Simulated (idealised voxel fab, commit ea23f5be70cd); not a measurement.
Module name: voxel quadruple lines (process module)
Cross-section cut: width 290 nm, square cells of 5 nm.
Cross-section layout: square cells on a grid; listed as bands, top to bottom; a band spans one or more cell rows.
First you get the band's top height and its bottom height, in nm, and then the materials it's made of, left to right, with each width in nm. If you see a single material with "throughout", that one covers the band edge to edge. "blank" is empty space.
Heights are measured from 0, the level below which the as-received wafer is all one material; the lowest band has no bottom and continues downward, written as in "top 0, no bottom".
Width spec "30->40" -> top row of cells at first value, bottom row at second value, equal per-row change in between.
What does "all unchanged" mean for a step? It means no cell of the cross-section changed in that step.
"Unvented voids" means: voids of 8 cells or more that are shut off from the top with no open way through. Written width x height at distance, distance from the left edge, in nm.
On each step's line, the part that comes after the settings is the simulator's own comment on the step.
A step's line can hold "overlay nm"; with a mask on that step, the setting says how far right of the planned place the mask lay, while a negative setting says it lay to the left.

**Process steps - plan**
1) RECEIVE,material Si
2) CONFORMAL_DEP,material SiO2,thk nm 10
3) DIRECTIONAL_DEP,material TiN,thk nm 15
4) DIRECTIONAL_DEP,material polySi,thk nm 20
5) DIRECTIONAL_DEP,material aC,thk nm 20
6) PATTERN,tone cover,mask id MANDREL,material resist,width nm 35,thk nm 25,overlay nm 0
7) DIRECTIONAL_ETCH,etch materials aC,depth nm 20
8) STRIP,etch materials resist
9) CONFORMAL_DEP,material SiO2,thk nm 15
10) DIRECTIONAL_ETCH,etch materials SiO2,depth nm 15
11) STRIP,etch materials aC
12) DIRECTIONAL_ETCH,etch materials polySi,depth nm 20
13) STRIP,etch materials SiO2
14) CONFORMAL_DEP,material SiN,thk nm 10
15) DIRECTIONAL_ETCH,etch materials SiN,depth nm 10
16) STRIP,etch materials polySi
17) DIRECTIONAL_ETCH,etch materials TiN,depth nm 15
18) STRIP,etch materials SiN
19) FILL_DEP,material lowk,thk nm 10
20) CMP,height nm 25

**The following pertains to the first of two wafers, which was processed as planned**

**Here's what the wafer looked like in cross-section when it arrived - that's after step 1**
> top 0, no bottom  Si throughout
> Unvented voids: none

**Step 2 done - wafer cross-section**
> top 10, bottom 0  SiO2 throughout
> Beneath the level 0, the cross-section is identical to its previous state.

**Step 3 done - wafer cross-section**
> top 25, bottom 10  TiN throughout
> Beneath the level 10, the cross-section is identical to its previous state.

**Step 4 done - wafer cross-section**
> top 45, bottom 25  polySi throughout
> Beneath the level 25, the cross-section is identical to its previous state.

**Step 5 done - wafer cross-section**
> top 65, bottom 45  aC throughout
> Beneath the level 45, the cross-section is identical to its previous state.

**Step 6 done - wafer cross-section**
> top 90, bottom 65  125 nm blank, 35 nm resist, 130 nm blank
> Beneath the level 65, the cross-section is identical to its previous state.

**Step 7 done - wafer cross-section**
> top 70, bottom 65  125 nm blank, 35 nm resist, 130 nm blank
> top 65, bottom 45  125 nm blank, 35 nm aC, 130 nm blank
> Beneath the level 45, the cross-section is identical to its previous state.

**Step 8 done - wafer cross-section**
> top 65, bottom 45  125 nm blank, 35 nm aC, 130 nm blank
> Beneath the level 45, the cross-section is identical to its previous state.

**Step 9 done - wafer cross-section**
> top 80, bottom 65  110 nm blank, 65 nm SiO2, 115 nm blank
> top 65, bottom 60  110 nm blank, 15 nm SiO2, 35 nm aC, 15 nm SiO2, 115 nm blank
> top 60, bottom 45  125 nm SiO2, 35 nm aC, 130 nm SiO2
> Beneath the level 45, the cross-section is identical to its previous state.

**Step 10 done - wafer cross-section**
> top 65, bottom 45  110 nm blank, 15 nm SiO2, 35 nm aC, 15 nm SiO2, 115 nm blank
> Beneath the level 45, the cross-section is identical to its previous state.

**Step 11 done - wafer cross-section**
> top 65, bottom 45  110 nm blank, 15 nm SiO2, 35 nm blank, 15 nm SiO2, 115 nm blank
> Beneath the level 45, the cross-section is identical to its previous state.

**Step 12 done - wafer cross-section**
> top 65, bottom 45  110 nm blank, 15 nm SiO2, 35 nm blank, 15 nm SiO2, 115 nm blank
> top 45, bottom 25  110 nm blank, 15 nm polySi, 35 nm blank, 15 nm polySi, 115 nm blank
> Beneath the level 25, the cross-section is identical to its previous state.

**Step 13 done - wafer cross-section**
> top 45, bottom 25  110 nm blank, 15 nm polySi, 35 nm blank, 15 nm polySi, 115 nm blank
> Beneath the level 25, the cross-section is identical to its previous state.

**Step 14 done - wafer cross-section**
> top 55, bottom 45  100 nm blank, 35 nm SiN, 15 nm blank, 35 nm SiN, 105 nm blank
> top 45, bottom 35  100 nm blank, 10 nm SiN, 15 nm polySi, 10 nm SiN, 15 nm blank, 10 nm SiN, 15 nm polySi, 10 nm SiN, 105 nm blank
> top 35, bottom 25  110 nm SiN, 15 nm polySi, 35 nm SiN, 15 nm polySi, 115 nm SiN
> Beneath the level 25, the cross-section is identical to its previous state.

**Step 15 done - wafer cross-section**
> top 45, bottom 25  100 nm blank, 10 nm SiN, 15 nm polySi, 10 nm SiN, 15 nm blank, 10 nm SiN, 15 nm polySi, 10 nm SiN, 105 nm blank
> Beneath the level 25, the cross-section is identical to its previous state.

**Step 16 done - wafer cross-section**
> top 45, bottom 25  100 nm blank, 10 nm SiN, 15 nm blank, 10 nm SiN, 15 nm blank, 10 nm SiN, 15 nm blank, 10 nm SiN, 105 nm blank
> Beneath the level 25, the cross-section is identical to its previous state.

**Step 17 done - wafer cross-section**
> top 45, bottom 25  100 nm blank, 10 nm SiN, 15 nm blank, 10 nm SiN, 15 nm blank, 10 nm SiN, 15 nm blank, 10 nm SiN, 105 nm blank
> top 25, bottom 10  100 nm blank, 10 nm TiN, 15 nm blank, 10 nm TiN, 15 nm blank, 10 nm TiN, 15 nm blank, 10 nm TiN, 105 nm blank
> Beneath the level 10, the cross-section is identical to its previous state.

**Step 18 done - wafer cross-section**
> top 25, bottom 10  100 nm blank, 10 nm TiN, 15 nm blank, 10 nm TiN, 15 nm blank, 10 nm TiN, 15 nm blank, 10 nm TiN, 105 nm blank
> Beneath the level 10, the cross-section is identical to its previous state.

**Step 19 done - wafer cross-section**
> top 35, bottom 25  lowk throughout
> top 25, bottom 10  100 nm lowk, 10 nm TiN, 15 nm lowk, 10 nm TiN, 15 nm lowk, 10 nm TiN, 15 nm lowk, 10 nm TiN, 105 nm lowk
> Beneath the level 10, the cross-section is identical to its previous state.

**Step 20 done - wafer cross-section**
> top 25, bottom 10  100 nm lowk, 10 nm TiN, 15 nm lowk, 10 nm TiN, 15 nm lowk, 10 nm TiN, 15 nm lowk, 10 nm TiN, 105 nm lowk
> Beneath the level 10, the cross-section is identical to its previous state.

**The second wafer began exactly as the first did and followed the same plan, but one mistake was made while running it; through step 5 inclusive, the two wafers are identical**

**Second wafer shown in cross-section at the time step 6 was slated to end**
> top 90, bottom 65  115 nm blank, 35 nm resist, 140 nm blank
> Beneath the level 65, the cross-section is identical to its previous state.

**Second wafer shown in cross-section at the time step 7 was slated to end**
> top 70, bottom 65  115 nm blank, 35 nm resist, 140 nm blank
> top 65, bottom 45  115 nm blank, 35 nm aC, 140 nm blank
> Beneath the level 45, the cross-section is identical to its previous state.

**Second wafer shown in cross-section at the time step 8 was slated to end**
> top 65, bottom 45  115 nm blank, 35 nm aC, 140 nm blank
> Beneath the level 45, the cross-section is identical to its previous state.

**Second wafer shown in cross-section at the time step 9 was slated to end**
> top 80, bottom 65  100 nm blank, 65 nm SiO2, 125 nm blank
> top 65, bottom 60  100 nm blank, 15 nm SiO2, 35 nm aC, 15 nm SiO2, 125 nm blank
> top 60, bottom 45  115 nm SiO2, 35 nm aC, 140 nm SiO2
> Beneath the level 45, the cross-section is identical to its previous state.

**Second wafer shown in cross-section at the time step 10 was slated to end**
> top 65, bottom 45  100 nm blank, 15 nm SiO2, 35 nm aC, 15 nm SiO2, 125 nm blank
> Beneath the level 45, the cross-section is identical to its previous state.

**Second wafer shown in cross-section at the time step 11 was slated to end**
> top 65, bottom 45  100 nm blank, 15 nm SiO2, 35 nm blank, 15 nm SiO2, 125 nm blank
> Beneath the level 45, the cross-section is identical to its previous state.

**Second wafer shown in cross-section at the time step 12 was slated to end**
> top 65, bottom 45  100 nm blank, 15 nm SiO2, 35 nm blank, 15 nm SiO2, 125 nm blank
> top 45, bottom 25  100 nm blank, 15 nm polySi, 35 nm blank, 15 nm polySi, 125 nm blank
> Beneath the level 25, the cross-section is identical to its previous state.

**Second wafer shown in cross-section at the time step 13 was slated to end**
> top 45, bottom 25  100 nm blank, 15 nm polySi, 35 nm blank, 15 nm polySi, 125 nm blank
> Beneath the level 25, the cross-section is identical to its previous state.

**Second wafer shown in cross-section at the time step 14 was slated to end**
> top 55, bottom 45  90 nm blank, 35 nm SiN, 15 nm blank, 35 nm SiN, 115 nm blank
> top 45, bottom 35  90 nm blank, 10 nm SiN, 15 nm polySi, 10 nm SiN, 15 nm blank, 10 nm SiN, 15 nm polySi, 10 nm SiN, 115 nm blank
> top 35, bottom 25  100 nm SiN, 15 nm polySi, 35 nm SiN, 15 nm polySi, 125 nm SiN
> Beneath the level 25, the cross-section is identical to its previous state.

**Second wafer shown in cross-section at the time step 15 was slated to end**
> top 45, bottom 25  90 nm blank, 10 nm SiN, 15 nm polySi, 10 nm SiN, 15 nm blank, 10 nm SiN, 15 nm polySi, 10 nm SiN, 115 nm blank
> Beneath the level 25, the cross-section is identical to its previous state.

**Second wafer shown in cross-section at the time step 16 was slated to end**
> top 45, bottom 25  90 nm blank, 10 nm SiN, 15 nm blank, 10 nm SiN, 15 nm blank, 10 nm SiN, 15 nm blank, 10 nm SiN, 115 nm blank
> Beneath the level 25, the cross-section is identical to its previous state.

**Second wafer shown in cross-section at the time step 17 was slated to end**
> top 45, bottom 25  90 nm blank, 10 nm SiN, 15 nm blank, 10 nm SiN, 15 nm blank, 10 nm SiN, 15 nm blank, 10 nm SiN, 115 nm blank
> top 25, bottom 10  90 nm blank, 10 nm TiN, 15 nm blank, 10 nm TiN, 15 nm blank, 10 nm TiN, 15 nm blank, 10 nm TiN, 115 nm blank
> Beneath the level 10, the cross-section is identical to its previous state.

**Second wafer shown in cross-section at the time step 18 was slated to end**
> top 25, bottom 10  90 nm blank, 10 nm TiN, 15 nm blank, 10 nm TiN, 15 nm blank, 10 nm TiN, 15 nm blank, 10 nm TiN, 115 nm blank
> Beneath the level 10, the cross-section is identical to its previous state.

**Second wafer shown in cross-section at the time step 19 was slated to end**
> top 35, bottom 25  lowk throughout
> top 25, bottom 10  90 nm lowk, 10 nm TiN, 15 nm lowk, 10 nm TiN, 15 nm lowk, 10 nm TiN, 15 nm lowk, 10 nm TiN, 115 nm lowk
> Beneath the level 10, the cross-section is identical to its previous state.

**Second wafer shown in cross-section at the time step 20 was slated to end**
> top 25, bottom 10  90 nm lowk, 10 nm TiN, 15 nm lowk, 10 nm TiN, 15 nm lowk, 10 nm TiN, 15 nm lowk, 10 nm TiN, 115 nm lowk
> Beneath the level 10, the cross-section is identical to its previous state.
Which mistake was made when the wafer was run? for step 6, the planned setting was not used; the step was instead run as PATTERN,tone cover,mask id MANDREL,material resist,width nm 35,thk nm 25,overlay nm -10
Comparing end states, the material composition by cell count is preserved from the first wafer to the second, while the locations of the cells are not.
